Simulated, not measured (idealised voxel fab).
process module | voxel self aligned vias
cross-section cut | 285 nm wide | cells 5 nm
A cross-section is a grid of square cells, given in bands from the top down. A band is one or more rows of cells.
Each band's line starts with the height of the band's top and of its bottom, in nm. Then come its materials from left to right, each with its width in nm. One material with "throughout" fills the band from edge to edge. "air" is empty space.
Height 0 is the level under which the wafer as received is all one material. The lowest band goes on downwards, as in "0 down".
A width such as "30 to 40" changes by the same amount from each row of cells to the next, from the band's top row to its bottom row.
"no change" after a step means that no cell of the cross-section changed.
closed voids: empty space of 8 cells or more with no open way to the top, each as width x height at its distance from the left edge, in nm
after a step's settings: what the simulator itself notes on the step
overlay nm, on a step with a mask: how far to the right of its planned place the mask lay; to the left if negative
plan
1 op RECEIVE | material Si
2 op CONFORMAL_DEP | material SiO2 | thk nm 10
3 op CONFORMAL_DEP | material SiCN | thk nm 5
4 op DIRECTIONAL_DEP | material SiO2 | thk nm 25
5 op DIRECTIONAL_DEP | material aC | thk nm 10
6 op PATTERN | tone open | mask id LINES | material resist | width nm 30 | pitch nm 75 | thk nm 30 | overlay nm 0
7 op DIRECTIONAL_ETCH | etch materials aC | depth nm 10
8 op STRIP | etch materials resist
9 op DIRECTIONAL_ETCH | etch materials SiO2 | depth nm 25
10 op STRIP | etch materials aC
11 op CONFORMAL_DEP | material TiN | thk nm 5
12 op FILL_DEP | material Ru | thk nm 10
13 op CMP | height nm 40
14 op SELECTIVE_ETCH | etch materials W Ru TiN | depth nm 10
15 op FILL_DEP | material SiN | thk nm 10
16 op CMP | height nm 40
17 op DIRECTIONAL_DEP | material SiO2 | thk nm 15
18 op PATTERN | tone open | mask id VIAS | material resist | width nm 50 | thk nm 15 | overlay nm 0
19 op DIRECTIONAL_ETCH | etch materials SiO2 | depth nm 15
20 op DIRECTIONAL_ETCH | etch materials SiN | depth nm 10
21 op STRIP | etch materials resist
22 op CONFORMAL_DEP | material TiN | thk nm 5
23 op FILL_DEP | material Ru | thk nm 10
24 op CMP | height nm 55
25 op CONFORMAL_DEP | material SiCN | thk nm 5
first wafer, as planned
as received, after step 1
  0 down: Si throughout
  closed voids: none
after step 2
  10 to 0: SiO2 throughout
  below 0: unchanged
after step 3
  15 to 10: SiCN throughout
  below 10: unchanged
after step 4
  40 to 15: SiO2 throughout
  below 15: unchanged
after step 5
  50 to 40: aC throughout
  below 40: unchanged
after step 6
  80 to 50: resist 90 | air 30 | resist 45 | air 30 | resist 90
  below 50: unchanged
after step 7
  70 to 50: resist 90 | air 30 | resist 45 | air 30 | resist 90
  50 to 40: aC 90 | air 30 | aC 45 | air 30 | aC 90
  below 40: unchanged
after step 8
  50 to 40: aC 90 | air 30 | aC 45 | air 30 | aC 90
  below 40: unchanged
after step 9
  50 to 40: aC 90 | air 30 | aC 45 | air 30 | aC 90
  40 to 15: SiO2 90 | air 30 | SiO2 45 | air 30 | SiO2 90
  below 15: unchanged
after step 10
  40 to 15: SiO2 90 | air 30 | SiO2 45 | air 30 | SiO2 90
  below 15: unchanged
after step 11
  45 to 40: TiN 95 | air 20 | TiN 55 | air 20 | TiN 95
  40 to 20: SiO2 90 | TiN 5 | air 20 | TiN 5 | SiO2 45 | TiN 5 | air 20 | TiN 5 | SiO2 90
  20 to 15: SiO2 90 | TiN 30 | SiO2 45 | TiN 30 | SiO2 90
  below 15: unchanged
after step 12
  55 to 45: Ru throughout
  45 to 40: TiN 95 | Ru 20 | TiN 55 | Ru 20 | TiN 95
  40 to 20: SiO2 90 | TiN 5 | Ru 20 | TiN 5 | SiO2 45 | TiN 5 | Ru 20 | TiN 5 | SiO2 90
  below 20: unchanged
after step 13
  40 to 20: SiO2 90 | TiN 5 | Ru 20 | TiN 5 | SiO2 45 | TiN 5 | Ru 20 | TiN 5 | SiO2 90
  below 20: unchanged
after step 14
  40 to 30: SiO2 90 | air 30 | SiO2 45 | air 30 | SiO2 90
  below 30: unchanged
after step 15
  50 to 40: SiN throughout
  40 to 30: SiO2 90 | SiN 30 | SiO2 45 | SiN 30 | SiO2 90
  below 30: unchanged
after step 16
  40 to 30: SiO2 90 | SiN 30 | SiO2 45 | SiN 30 | SiO2 90
  below 30: unchanged
after step 17
  55 to 40: SiO2 throughout
  below 40: unchanged
after step 18
  70 to 55: resist 80 | air 50 | resist 155
  below 55: unchanged
after step 19
  70 to 55: resist 80 | air 50 | resist 155
  55 to 40: SiO2 80 | air 50 | SiO2 155
  below 40: unchanged
after step 20
  70 to 55: resist 80 | air 50 | resist 155
  55 to 40: SiO2 80 | air 50 | SiO2 155
  40 to 30: SiO2 90 | air 30 | SiO2 45 | SiN 30 | SiO2 90
  below 30: unchanged
after step 21
  55 to 40: SiO2 80 | air 50 | SiO2 155
  below 40: unchanged
after step 22
  60 to 55: TiN 85 | air 40 | TiN 160
  55 to 45: SiO2 80 | TiN 5 | air 40 | TiN 5 | SiO2 155
  45 to 40: SiO2 80 | TiN 15 | air 20 | TiN 15 | SiO2 155
  40 to 35: SiO2 90 | TiN 5 | air 20 | TiN 5 | SiO2 45 | SiN 30 | SiO2 90
  35 to 30: SiO2 90 | TiN 30 | SiO2 45 | SiN 30 | SiO2 90
  below 30: unchanged
after step 23
  70 to 60: Ru throughout
  60 to 55: TiN 85 | Ru 40 | TiN 160
  55 to 45: SiO2 80 | TiN 5 | Ru 40 | TiN 5 | SiO2 155
  45 to 40: SiO2 80 | TiN 15 | Ru 20 | TiN 15 | SiO2 155
  40 to 35: SiO2 90 | TiN 5 | Ru 20 | TiN 5 | SiO2 45 | SiN 30 | SiO2 90
  below 35: unchanged
after step 24
  55 to 45: SiO2 80 | TiN 5 | Ru 40 | TiN 5 | SiO2 155
  below 45: unchanged
after step 25
  60 to 55: SiCN throughout
  below 55: unchanged
second wafer: like start, like plan, one mistake. Through step 23 it matches the first wafer
when step 24 should have ended
  45 to 40: SiO2 80 | TiN 15 | Ru 20 | TiN 15 | SiO2 155
  below 40: unchanged
when step 25 should have ended
  50 to 45: SiCN throughout
  below 45: unchanged
what went wrong: step 24 ran as: op CMP | height nm 45
at the end the second wafer has, in cells: 16 fewer of Ru | 94 fewer of SiO2 | 4 fewer of TiN
